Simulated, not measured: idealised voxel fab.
Process module in this document: voxel double patterning
165 nm wide, 5 nm square cells: that's cross-section cut.
Notation: cross-section as square-cell grid; stated in bands, top first, going down; one or more cell rows per band.
Band: top and bottom heights (nm) first, top before bottom; then materials from left to right, widths in nm. "full width" marks a sole material filling the band edge to edge. "air" denotes empty space.
Heights are expressed relative to 0, this being the level below which the as-received wafer comprises one material exclusively. The lowest band is unbounded in the downward direction and is denoted as in "0 -> down".
The expression "30 to 40" gives the width at the extremes of the band, the first number at its top row of cells and the second at its bottom row, with the width changing by equal amounts from each row to the next in between.
When a step is marked "left unchanged", none of the cells in the cross-section changed during that step.
Enclosed voids (no open way to top), threshold 8 cells or more, entry "Sealed void list", notation width x height at distance, distance from left edge, nm.
That trailing text on a step's line, after the settings, is the simulator's own remark on the step.
overlay nm, on a step with a mask: how far to the right of its planned place the mask lay; to the left if negative

[The process steps that were planned are listed below]
- 1: RECEIVE with material Si
- 2: CONFORMAL_DEP with material SiO2, thk nm 5
- 3: DIRECTIONAL_DEP with material TiN, thk nm 10
- 4: DIRECTIONAL_DEP with material SiCN, thk nm 5
- 5: MASKED_ETCH with tone open, mask id FIRST, width nm 15, pitch nm 50, etch materials SiCN, depth nm 5, overlay nm 0
- 6: MASKED_ETCH with tone open, mask id SECOND, width nm 15, pitch nm 50, etch materials SiCN, depth nm 5, overlay nm 0
- 7: DIRECTIONAL_ETCH with etch materials TiN, depth nm 10
- 8: STRIP with etch materials SiCN
The plan shows the width nm of step 5 as the first wafer had it; this setting differs between the wafers, which start out alike.

[The first of several wafers in cross-section, exactly as it reached us after step 1]
- 0 -> down  Si full width
- Sealed void list: none

[Every row in this table is a wafer at the end of the module, and it gives, for each of the materials, the cells that wafer has gained (+) or lost (-) since it was received, then its closed voids]
width nm 15 | +33 SiO2 | +36 TiN | Sealed void list: none
width nm 20 | +33 SiO2 | +30 TiN | Sealed void list: none
width nm 25 | +33 SiO2 | +24 TiN | Sealed void list: none
width nm 30 | +33 SiO2 | +18 TiN | Sealed void list: none
